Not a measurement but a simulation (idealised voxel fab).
voxel fin reveal: a process module
The cross-section shown here is cut; it is 300 nm wide and divided into square cells measuring 5 nm on a side.
Cross-section spec: square-cell grid; bands listed top down; each band is one or more rows.
Each band's line starts with the height of the band's top and of its bottom, in nm. Then come its materials from left to right, each with its width in nm. One material with "all across" fills the band from edge to edge. "blank" is empty space.
We count height from 0. Below that, the starting wafer is all one material. The lowest band never ends at the bottom but goes on down; see "0..down" for how that is written.
The notation "30->40" denotes a width that varies across the rows of cells in the band, beginning at the first number in the top row, finishing at the second number in the bottom row, and changing by an identical amount from each row to the next.
Key: "stayed the same" - step with no changed cell in the cross-section.
If an empty space has no open way to the top and is at least 8 cells in size, "Closed-off voids" lists it, written width x height at distance, where distance is measured from the left edge and every value is in nm.
after a step's settings: what the simulator itself notes on the step
"overlay nm" on a masked step: distance the mask lay right of its planned place, negative for left.
-- Process steps (planned)
- 1: RECEIVE | material Si
- 2: CONFORMAL_DEP | material SiN | thk nm 10
- 3: PATTERN | tone cover | mask id FINS | material resist | width nm 15 | pitch nm 35 | thk nm 20 | overlay nm 0
- 4: DIRECTIONAL_ETCH | etch materials SiN | depth nm 10
- 5: DIRECTIONAL_ETCH | etch materials Si | depth nm 35
- 6: STRIP | etch materials resist
- 7: OXIDIZE | depth nm 5
- 8: FILL_DEP | material SiO2 | thk nm 15
- 9: CMP | height nm 10
- 10: SELECTIVE_ETCH | etch materials SiO2 | depth nm 25
- 11: STRIP | etch materials SiN
-- The cross-section here shows the wafer as received, i.e. in its state after step 1
- 0..down = Si all across
- Closed-off voids: none
-- Sectioned view, first of two wafers, at the close of the module, processed as intended in the plan
- 0..-15 = 130 blank  5 Si  30 blank  5 Si  130 blank
- -15..-40 = 130 SiO2  5 Si  30 SiO2  5 Si  130 SiO2
- -40..down = Si all across
- Closed-off voids: none
-- Here is the second of the two wafers cut open at the end of the module - same start, same plan as the first one, but we made one mistake running it
- 10..0 = 125 blank  15 SiN  20 blank  15 SiN  125 blank
- 0..-15 = 130 blank  5 Si  30 blank  5 Si  130 blank
- -15..-40 = 130 SiO2  5 Si  30 SiO2  5 Si  130 SiO2
- -40..down = Si all across
- Closed-off voids: none
what went wrong: execution of step 11 of the plan did not take place, the step having been omitted
FYI, end of process, the second wafer has more or fewer cells of some materials than the first: SiN: 12 more
